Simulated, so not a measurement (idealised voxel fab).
process module | voxel quadruple lines
cross-section cut | 245 nm wide | cells 5 nm
A cross-section is a grid of square cells, given in bands from the top down. A band is one or more rows of cells.
Each band's line starts with the height of the band's top and of its bottom, in nm. Then come its materials from left to right, each with its width in nm. One material with "throughout" fills the band from edge to edge. "air" is empty space.
Height 0 is the level under which the wafer as received is all one material. The lowest band goes on downwards, as in "0 down".
A width such as "30 to 40" changes by the same amount from each row of cells to the next, from the band's top row to its bottom row.
"no change" after a step means that no cell of the cross-section changed.
closed voids: empty space of 8 cells or more with no open way to the top, each as width x height at its distance from the left edge, in nm
after a step's settings: what the simulator itself notes on the step
overlay nm, on a step with a mask: how far to the right of its planned place the mask lay; to the left if negative
plan
1 op RECEIVE | material Si
2 op CONFORMAL_DEP | material Al2O3 | thk nm 5
3 op DIRECTIONAL_DEP | material W | thk nm 10
4 op DIRECTIONAL_DEP | material polySi | thk nm 20
5 op DIRECTIONAL_DEP | material aC | thk nm 20
6 op PATTERN | tone cover | mask id MANDREL | material resist | width nm 35 | pitch nm 100 | thk nm 25 | overlay nm 0
7 op DIRECTIONAL_ETCH | etch materials aC | depth nm 20
8 op STRIP | etch materials resist
9 op CONFORMAL_DEP | material SiO2 | thk nm 15
10 op DIRECTIONAL_ETCH | etch materials SiO2 | depth nm 15
11 op STRIP | etch materials aC
12 op DIRECTIONAL_ETCH | etch materials polySi | depth nm 20
13 op STRIP | etch materials SiO2
14 op CONFORMAL_DEP | material SiN | thk nm 10
15 op DIRECTIONAL_ETCH | etch materials SiN | depth nm 10
16 op STRIP | etch materials polySi
17 op DIRECTIONAL_ETCH | etch materials W | depth nm 10
18 op STRIP | etch materials SiN
as received, after step 1
  0 down: Si throughout
  closed voids: none
a wafer at the end: this start, this plan, one mistake
  15 to 5: air 30 | W 10 | air 15 | W 10 | air 15 | W 10 | air 15 | W 10 | air 15 | W 10 | air 15 | W 10 | air 15 | W 10 | air 15 | W 10 | air 30
  5 to 0: polySi throughout
  0 down: Si throughout
  closed voids: none
what went wrong: step 2 ran as: op CONFORMAL_DEP | material polySi | thk nm 5
